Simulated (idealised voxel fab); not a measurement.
process module | voxel spacer lines
cross-section cut | 205 nm wide | cells 5 nm
A cross-section is a grid of square cells, given in bands from the top down. A band is one or more rows of cells.
Each band's line starts with the height of the band's top and of its bottom, in nm. Then come its materials from left to right, each with its width in nm. One material with "throughout" fills the band from edge to edge. "air" is empty space.
Height 0 is the level under which the wafer as received is all one material. The lowest band goes on downwards, as in "0 down".
A width such as "30 to 40" changes by the same amount from each row of cells to the next, from the band's top row to its bottom row.
"no change" after a step means that no cell of the cross-section changed.
closed voids: empty space of 8 cells or more with no open way to the top, each as width x height at its distance from the left edge, in nm
after a step's settings: what the simulator itself notes on the step
overlay nm, on a step with a mask: how far to the right of its planned place the mask lay; to the left if negative
plan
1 op RECEIVE | material Si
2 op CONFORMAL_DEP | material Al2O3 | thk nm 5
3 op DIRECTIONAL_DEP | material polySi | thk nm 20
4 op DIRECTIONAL_DEP | material aC | thk nm 20
5 op PATTERN | tone cover | mask id MANDREL | material resist | width nm 25 | pitch nm 70 | thk nm 30 | overlay nm 0
6 op DIRECTIONAL_ETCH | etch materials aC | depth nm 20
7 op STRIP | etch materials resist
8 op CONFORMAL_DEP | material SiN | thk nm 10
9 op DIRECTIONAL_ETCH | etch materials SiN | depth nm 10
10 op STRIP | etch materials aC
11 op DIRECTIONAL_ETCH | etch materials polySi | depth nm 20
12 op STRIP | etch materials SiN
13 op FILL_DEP | material SiO2 | thk nm 10
14 op CMP | height nm 25
as received, after step 1
  0 down: Si throughout
  closed voids: none
first wafer at the end, as planned
  25 to 5: SiO2 45 | polySi 10 | SiO2 25 | polySi 10 | SiO2 25 | polySi 10 | SiO2 25 | polySi 10 | SiO2 45
  5 to 0: Al2O3 throughout
  0 down: Si throughout
  closed voids: none
second wafer at the end: like start, like plan, one mistake
  15 to 5: SiO2 45 | polySi 10 | SiO2 25 | polySi 10 | SiO2 25 | polySi 10 | SiO2 25 | polySi 10 | SiO2 45
  5 to 0: Al2O3 throughout
  0 down: Si throughout
  closed voids: none
what went wrong: step 14 ran as: op CMP | height nm 15
at the end the second wafer has, in cells: 66 fewer of SiO2 | 16 fewer of polySi
